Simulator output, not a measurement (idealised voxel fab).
process module | voxel fin reveal
cross-section cut | 285 nm wide | cells 5 nm
A cross-section is a grid of square cells, given in bands from the top down. A band is one or more rows of cells.
Each band's line starts with the height of the band's top and of its bottom, in nm. Then come its materials from left to right, each with its width in nm. One material with "throughout" fills the band from edge to edge. "air" is empty space.
Height 0 is the level under which the wafer as received is all one material. The lowest band goes on downwards, as in "0 down".
A width such as "30 to 40" changes by the same amount from each row of cells to the next, from the band's top row to its bottom row.
"no change" after a step means that no cell of the cross-section changed.
closed voids: empty space of 8 cells or more with no open way to the top, each as width x height at its distance from the left edge, in nm
after a step's settings: what the simulator itself notes on the step
overlay nm, on a step with a mask: how far to the right of its planned place the mask lay; to the left if negative
plan
1 op RECEIVE | material Si
2 op CONFORMAL_DEP | material SiN | thk nm 5
3 op DIRECTIONAL_DEP | material aC | thk nm 10
4 op PATTERN | tone cover | mask id FINS | material resist | width nm 15 | pitch nm 45 | thk nm 30 | overlay nm 0
5 op DIRECTIONAL_ETCH | etch materials aC | depth nm 10
6 op STRIP | etch materials resist
7 op DIRECTIONAL_ETCH | etch materials SiN | depth nm 5
8 op DIRECTIONAL_ETCH | etch materials Si | depth nm 40
9 op STRIP | etch materials aC
10 op FILL_DEP | material SiO2 | thk nm 15
11 op CMP | height nm 5
12 op SELECTIVE_ETCH | etch materials SiO2 | depth nm 20
13 op STRIP | etch materials SiN
14 op CONFORMAL_DEP | material SiO2 | thk nm 5
first wafer, as planned
as received, after step 1
  0 down: Si throughout
  closed voids: none
after step 2
  5 to 0: SiN throughout
  below 0: unchanged
after step 3
  15 to 5: aC throughout
  below 5: unchanged
after step 4
  45 to 15: air 90 | resist 15 | air 30 | resist 15 | air 30 | resist 15 | air 90
  below 15: unchanged
after step 5
  35 to 15: air 90 | resist 15 | air 30 | resist 15 | air 30 | resist 15 | air 90
  15 to 5: air 90 | aC 15 | air 30 | aC 15 | air 30 | aC 15 | air 90
  below 5: unchanged
after step 6
  15 to 5: air 90 | aC 15 | air 30 | aC 15 | air 30 | aC 15 | air 90
  below 5: unchanged
after step 7
  15 to 5: air 90 | aC 15 | air 30 | aC 15 | air 30 | aC 15 | air 90
  5 to 0: air 90 | SiN 15 | air 30 | SiN 15 | air 30 | SiN 15 | air 90
  below 0: unchanged
after step 8
  15 to 5: air 90 | aC 15 | air 30 | aC 15 | air 30 | aC 15 | air 90
  5 to 0: air 90 | SiN 15 | air 30 | SiN 15 | air 30 | SiN 15 | air 90
  0 to -40: air 90 | Si 15 | air 30 | Si 15 | air 30 | Si 15 | air 90
  below -40: unchanged
after step 9
  5 to 0: air 90 | SiN 15 | air 30 | SiN 15 | air 30 | SiN 15 | air 90
  below 0: unchanged
after step 10
  20 to 5: SiO2 throughout
  5 to 0: SiO2 90 | SiN 15 | SiO2 30 | SiN 15 | SiO2 30 | SiN 15 | SiO2 90
  0 to -40: SiO2 90 | Si 15 | SiO2 30 | Si 15 | SiO2 30 | Si 15 | SiO2 90
  below -40: unchanged
after step 11
  5 to 0: SiO2 90 | SiN 15 | SiO2 30 | SiN 15 | SiO2 30 | SiN 15 | SiO2 90
  below 0: unchanged
after step 12
  5 to 0: air 90 | SiN 15 | air 30 | SiN 15 | air 30 | SiN 15 | air 90
  0 to -15: air 90 | Si 15 | air 30 | Si 15 | air 30 | Si 15 | air 90
  below -15: unchanged
after step 13
  0 to -15: air 90 | Si 15 | air 30 | Si 15 | air 30 | Si 15 | air 90
  below -15: unchanged
after step 14
  5 to 0: air 85 | SiO2 25 | air 20 | SiO2 25 | air 20 | SiO2 25 | air 85
  0 to -10: air 85 | SiO2 5 | Si 15 | SiO2 5 | air 20 | SiO2 5 | Si 15 | SiO2 5 | air 20 | SiO2 5 | Si 15 | SiO2 5 | air 85
  -10 to -40: SiO2 90 | Si 15 | SiO2 30 | Si 15 | SiO2 30 | Si 15 | SiO2 90
  below -40: unchanged
second wafer: like start, like plan, one mistake. Through step 13 it matches the first wafer
when step 14 should have ended
  5 to 0: air 85 | aC 25 | air 20 | aC 25 | air 20 | aC 25 | air 85
  0 to -10: air 85 | aC 5 | Si 15 | aC 5 | air 20 | aC 5 | Si 15 | aC 5 | air 20 | aC 5 | Si 15 | aC 5 | air 85
  -10 to -15: aC 90 | Si 15 | aC 30 | Si 15 | aC 30 | Si 15 | aC 90
  below -15: unchanged
what went wrong: step 14 ran as: op CONFORMAL_DEP | material aC | thk nm 5
at the end the second wafer has, in cells: 75 fewer of SiO2 | 75 more of aC
